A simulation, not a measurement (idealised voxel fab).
Proc. module: voxel self aligned vias
FYI the section here is cut, 170 nm wide, cells are 5 nm squares.
Notation: cross-section as square-cell grid; stated in bands, top first, going down; one or more cell rows per band. Top height, bottom height, nm. Materials left to right, width each, nm. Single material + "all across" = fills band edge to edge. "blank" = empty. The reference from which all heights are counted is 0, the level beneath which the as-received wafer is entirely one material; the lowest band, having no lower bound, proceeds downward and is written after the example "0 -> down". A width such as "30 to 40" changes by the same amount from each row of cells to the next, from the band's top row to its bottom row. Where the words "all unchanged" appear for a step, the cross-section shows no cell changed by that step; every cell remained as before. "closed voids" specifies each empty space that is not open to the top and that occupies no fewer than 8 cells, using the form width x height at distance, the distance measured from the left edge and all three quantities in nm. On each step's line, the part that comes after the settings is the simulator's own comment on the step. Each step line may optionally specify "overlay nm", which for a step with a mask gives the rightward distance between the mask's planned place and where it lay, a negative value indicating the leftward direction.

-- Steps planned for the process
1. RECEIVE: material Si
2. CONFORMAL_DEP: material SiO2, thk nm 15
3. CONFORMAL_DEP: material SiCN, thk nm 5
4. DIRECTIONAL_DEP: material lowk, thk nm 30
5. DIRECTIONAL_DEP: material aC, thk nm 15
6. PATTERN: tone open, mask id LINES, material resist, width nm 30, pitch nm 60, thk nm 30, overlay nm 0
7. DIRECTIONAL_ETCH: etch materials aC, depth nm 15
8. STRIP: etch materials resist
9. DIRECTIONAL_ETCH: etch materials lowk, depth nm 30
10. STRIP: etch materials aC
11. CONFORMAL_DEP: material TiN, thk nm 5
12. FILL_DEP: material Ru, thk nm 5
13. CMP: height nm 50
14. SELECTIVE_ETCH: etch materials W Ru TiN, depth nm 5
15. FILL_DEP: material SiN, thk nm 5
16. CMP: height nm 50
17. DIRECTIONAL_DEP: material lowk, thk nm 20
18. DIRECTIONAL_DEP: material aC, thk nm 10
19. PATTERN: tone open, mask id VIAS, material resist, width nm 40, thk nm 25, overlay nm 0
20. DIRECTIONAL_ETCH: etch materials aC, depth nm 10
21. STRIP: etch materials resist
22. DIRECTIONAL_ETCH: etch materials lowk, depth nm 20
23. DIRECTIONAL_ETCH: etch materials SiN, depth nm 5
24. STRIP: etch materials aC
25. CONFORMAL_DEP: material TiN, thk nm 5
26. FILL_DEP: material W, thk nm 10
27. CMP: height nm 70
28. CONFORMAL_DEP: material SiN, thk nm 5

-- The first wafer of two, processed as planned

-- Wafer at receipt (post step 1), cross-section
    0 -> down  Si all across
    closed voids: none

-- So this is the wafer cross-section right after step 2
    15 -> 0  SiO2 all across
    Below 0, no change.

-- So this is the wafer cross-section right after step 3
    20 -> 15  SiCN all across
    Below 15, no change.

-- So this is the wafer cross-section right after step 4
    50 -> 20  lowk all across
    Below 20, no change.

-- So this is the wafer cross-section right after step 5
    65 -> 50  aC all across
    Below 50, no change.

-- So this is the wafer cross-section right after step 6
    95 -> 65  40 of resist / 30 of blank / 30 of resist / 30 of blank / 40 of resist
    Below 65, no change.

-- So this is the wafer cross-section right after step 7
    80 -> 65  40 of resist / 30 of blank / 30 of resist / 30 of blank / 40 of resist
    65 -> 50  40 of aC / 30 of blank / 30 of aC / 30 of blank / 40 of aC
    Below 50, no change.

-- So this is the wafer cross-section right after step 8
    65 -> 50  40 of aC / 30 of blank / 30 of aC / 30 of blank / 40 of aC
    Below 50, no change.

-- So this is the wafer cross-section right after step 9
    65 -> 50  40 of aC / 30 of blank / 30 of aC / 30 of blank / 40 of aC
    50 -> 20  40 of lowk / 30 of blank / 30 of lowk / 30 of blank / 40 of lowk
    Below 20, no change.

-- So this is the wafer cross-section right after step 10
    50 -> 20  40 of lowk / 30 of blank / 30 of lowk / 30 of blank / 40 of lowk
    Below 20, no change.

-- So this is the wafer cross-section right after step 11
    55 -> 50  45 of TiN / 20 of blank / 40 of TiN / 20 of blank / 45 of TiN
    50 -> 25  40 of lowk / 5 of TiN / 20 of blank / 5 of TiN / 30 of lowk / 5 of TiN / 20 of blank / 5 of TiN / 40 of lowk
    25 -> 20  40 of lowk / 30 of TiN / 30 of lowk / 30 of TiN / 40 of lowk
    Below 20, no change.

-- So this is the wafer cross-section right after step 12
    60 -> 55  Ru all across
    55 -> 50  45 of TiN / 20 of Ru / 40 of TiN / 20 of Ru / 45 of TiN
    50 -> 25  40 of lowk / 5 of TiN / 20 of Ru / 5 of TiN / 30 of lowk / 5 of TiN / 20 of Ru / 5 of TiN / 40 of lowk
    Below 25, no change.

-- So this is the wafer cross-section right after step 13
    50 -> 25  40 of lowk / 5 of TiN / 20 of Ru / 5 of TiN / 30 of lowk / 5 of TiN / 20 of Ru / 5 of TiN / 40 of lowk
    Below 25, no change.

-- So this is the wafer cross-section right after step 14
    50 -> 45  40 of lowk / 30 of blank / 30 of lowk / 30 of blank / 40 of lowk
    Below 45, no change.

-- So this is the wafer cross-section right after step 15
    55 -> 50  SiN all across
    50 -> 45  40 of lowk / 30 of SiN / 30 of lowk / 30 of SiN / 40 of lowk
    Below 45, no change.

-- So this is the wafer cross-section right after step 16
    50 -> 45  40 of lowk / 30 of SiN / 30 of lowk / 30 of SiN / 40 of lowk
    Below 45, no change.

-- So this is the wafer cross-section right after step 17
    70 -> 50  lowk all across
    Below 50, no change.

-- So this is the wafer cross-section right after step 18
    80 -> 70  aC all across
    Below 70, no change.

-- So this is the wafer cross-section right after step 19
    105 -> 80  35 of resist / 40 of blank / 95 of resist
    Below 80, no change.

-- So this is the wafer cross-section right after step 20
    95 -> 80  35 of resist / 40 of blank / 95 of resist
    80 -> 70  35 of aC / 40 of blank / 95 of aC
    Below 70, no change.

-- So this is the wafer cross-section right after step 21
    80 -> 70  35 of aC / 40 of blank / 95 of aC
    Below 70, no change.

-- So this is the wafer cross-section right after step 22
    80 -> 70  35 of aC / 40 of blank / 95 of aC
    70 -> 50  35 of lowk / 40 of blank / 95 of lowk
    Below 50, no change.

-- So this is the wafer cross-section right after step 23
    80 -> 70  35 of aC / 40 of blank / 95 of aC
    70 -> 50  35 of lowk / 40 of blank / 95 of lowk
    50 -> 45  40 of lowk / 30 of blank / 30 of lowk / 30 of SiN / 40 of lowk
    Below 45, no change.

-- So this is the wafer cross-section right after step 24
    70 -> 50  35 of lowk / 40 of blank / 95 of lowk
    Below 50, no change.

-- So this is the wafer cross-section right after step 25
    75 -> 70  40 of TiN / 30 of blank / 100 of TiN
    70 -> 55  35 of lowk / 5 of TiN / 30 of blank / 5 of TiN / 95 of lowk
    55 -> 50  35 of lowk / 10 of TiN / 20 of blank / 10 of TiN / 95 of lowk
    50 -> 45  40 of lowk / 30 of TiN / 30 of lowk / 30 of SiN / 40 of lowk
    Below 45, no change.

-- So this is the wafer cross-section right after step 26
    85 -> 75  W all across
    75 -> 70  40 of TiN / 30 of W / 100 of TiN
    70 -> 55  35 of lowk / 5 of TiN / 30 of W / 5 of TiN / 95 of lowk
    55 -> 50  35 of lowk / 10 of TiN / 20 of W / 10 of TiN / 95 of lowk
    Below 50, no change.

-- So this is the wafer cross-section right after step 27
    70 -> 55  35 of lowk / 5 of TiN / 30 of W / 5 of TiN / 95 of lowk
    Below 55, no change.

-- So this is the wafer cross-section right after step 28
    75 -> 70  SiN all across
    Below 70, no change.

-- Here the second wafer is described. Its start and its plan were those of the first wafer. Its run contained one mistake. Up to and including step 2, it did exactly what the first wafer did

-- Cross-sectional view of the second wafer at the intended end time of process step 3
    20 -> 15  Ru all across
    Below 15, no change.

-- Cross-sectional view of the second wafer at the intended end time of process step 4
    50 -> 20  lowk all across
    Below 20, no change.

-- Cross-sectional view of the second wafer at the intended end time of process step 5
    65 -> 50  aC all across
    Below 50, no change.

-- Cross-sectional view of the second wafer at the intended end time of process step 6
    95 -> 65  40 of resist / 30 of blank / 30 of resist / 30 of blank / 40 of resist
    Below 65, no change.

-- Cross-sectional view of the second wafer at the intended end time of process step 7
    80 -> 65  40 of resist / 30 of blank / 30 of resist / 30 of blank / 40 of resist
    65 -> 50  40 of aC / 30 of blank / 30 of aC / 30 of blank / 40 of aC
    Below 50, no change.

-- Cross-sectional view of the second wafer at the intended end time of process step 8
    65 -> 50  40 of aC / 30 of blank / 30 of aC / 30 of blank / 40 of aC
    Below 50, no change.

-- Cross-sectional view of the second wafer at the intended end time of process step 9
    65 -> 50  40 of aC / 30 of blank / 30 of aC / 30 of blank / 40 of aC
    50 -> 20  40 of lowk / 30 of blank / 30 of lowk / 30 of blank / 40 of lowk
    Below 20, no change.

-- Cross-sectional view of the second wafer at the intended end time of process step 10
    50 -> 20  40 of lowk / 30 of blank / 30 of lowk / 30 of blank / 40 of lowk
    Below 20, no change.

-- Cross-sectional view of the second wafer at the intended end time of process step 11
    55 -> 50  45 of TiN / 20 of blank / 40 of TiN / 20 of blank / 45 of TiN
    50 -> 25  40 of lowk / 5 of TiN / 20 of blank / 5 of TiN / 30 of lowk / 5 of TiN / 20 of blank / 5 of TiN / 40 of lowk
    25 -> 20  40 of lowk / 30 of TiN / 30 of lowk / 30 of TiN / 40 of lowk
    Below 20, no change.

-- Cross-sectional view of the second wafer at the intended end time of process step 12
    60 -> 55  Ru all across
    55 -> 50  45 of TiN / 20 of Ru / 40 of TiN / 20 of Ru / 45 of TiN
    50 -> 25  40 of lowk / 5 of TiN / 20 of Ru / 5 of TiN / 30 of lowk / 5 of TiN / 20 of Ru / 5 of TiN / 40 of lowk
    Below 25, no change.

-- Cross-sectional view of the second wafer at the intended end time of process step 13
    50 -> 25  40 of lowk / 5 of TiN / 20 of Ru / 5 of TiN / 30 of lowk / 5 of TiN / 20 of Ru / 5 of TiN / 40 of lowk
    Below 25, no change.

-- Cross-sectional view of the second wafer at the intended end time of process step 14
    50 -> 45  40 of lowk / 30 of blank / 30 of lowk / 30 of blank / 40 of lowk
    Below 45, no change.

-- Cross-sectional view of the second wafer at the intended end time of process step 15
    55 -> 50  SiN all across
    50 -> 45  40 of lowk / 30 of SiN / 30 of lowk / 30 of SiN / 40 of lowk
    Below 45, no change.

-- Cross-sectional view of the second wafer at the intended end time of process step 16
    50 -> 45  40 of lowk / 30 of SiN / 30 of lowk / 30 of SiN / 40 of lowk
    Below 45, no change.

-- Cross-sectional view of the second wafer at the intended end time of process step 17
    70 -> 50  lowk all across
    Below 50, no change.

-- Cross-sectional view of the second wafer at the intended end time of process step 18
    80 -> 70  aC all across
    Below 70, no change.

-- Cross-sectional view of the second wafer at the intended end time of process step 19
    105 -> 80  35 of resist / 40 of blank / 95 of resist
    Below 80, no change.

-- Cross-sectional view of the second wafer at the intended end time of process step 20
    95 -> 80  35 of resist / 40 of blank / 95 of resist
    80 -> 70  35 of aC / 40 of blank / 95 of aC
    Below 70, no change.

-- Cross-sectional view of the second wafer at the intended end time of process step 21
    80 -> 70  35 of aC / 40 of blank / 95 of aC
    Below 70, no change.

-- Cross-sectional view of the second wafer at the intended end time of process step 22
    80 -> 70  35 of aC / 40 of blank / 95 of aC
    70 -> 50  35 of lowk / 40 of blank / 95 of lowk
    Below 50, no change.

-- Cross-sectional view of the second wafer at the intended end time of process step 23
    80 -> 70  35 of aC / 40 of blank / 95 of aC
    70 -> 50  35 of lowk / 40 of blank / 95 of lowk
    50 -> 45  40 of lowk / 30 of blank / 30 of lowk / 30 of SiN / 40 of lowk
    Below 45, no change.

-- Cross-sectional view of the second wafer at the intended end time of process step 24
    70 -> 50  35 of lowk / 40 of blank / 95 of lowk
    Below 50, no change.

-- Cross-sectional view of the second wafer at the intended end time of process step 25
    75 -> 70  40 of TiN / 30 of blank / 100 of TiN
    70 -> 55  35 of lowk / 5 of TiN / 30 of blank / 5 of TiN / 95 of lowk
    55 -> 50  35 of lowk / 10 of TiN / 20 of blank / 10 of TiN / 95 of lowk
    50 -> 45  40 of lowk / 30 of TiN / 30 of lowk / 30 of SiN / 40 of lowk
    Below 45, no change.

-- Cross-sectional view of the second wafer at the intended end time of process step 26
    85 -> 75  W all across
    75 -> 70  40 of TiN / 30 of W / 100 of TiN
    70 -> 55  35 of lowk / 5 of TiN / 30 of W / 5 of TiN / 95 of lowk
    55 -> 50  35 of lowk / 10 of TiN / 20 of W / 10 of TiN / 95 of lowk
    Below 50, no change.

-- Cross-sectional view of the second wafer at the intended end time of process step 27
    70 -> 55  35 of lowk / 5 of TiN / 30 of W / 5 of TiN / 95 of lowk
    Below 55, no change.

-- Cross-sectional view of the second wafer at the intended end time of process step 28
    75 -> 70  SiN all across
    Below 70, no change.
what went wrong: step 3 did not happen as planned, as run it was CONFORMAL_DEP: material Ru, thk nm 5
It is noted that, at the conclusion of processing, the second wafer exhibits a higher or lower cell count for certain materials relative to the first: Ru +34, SiCN -34
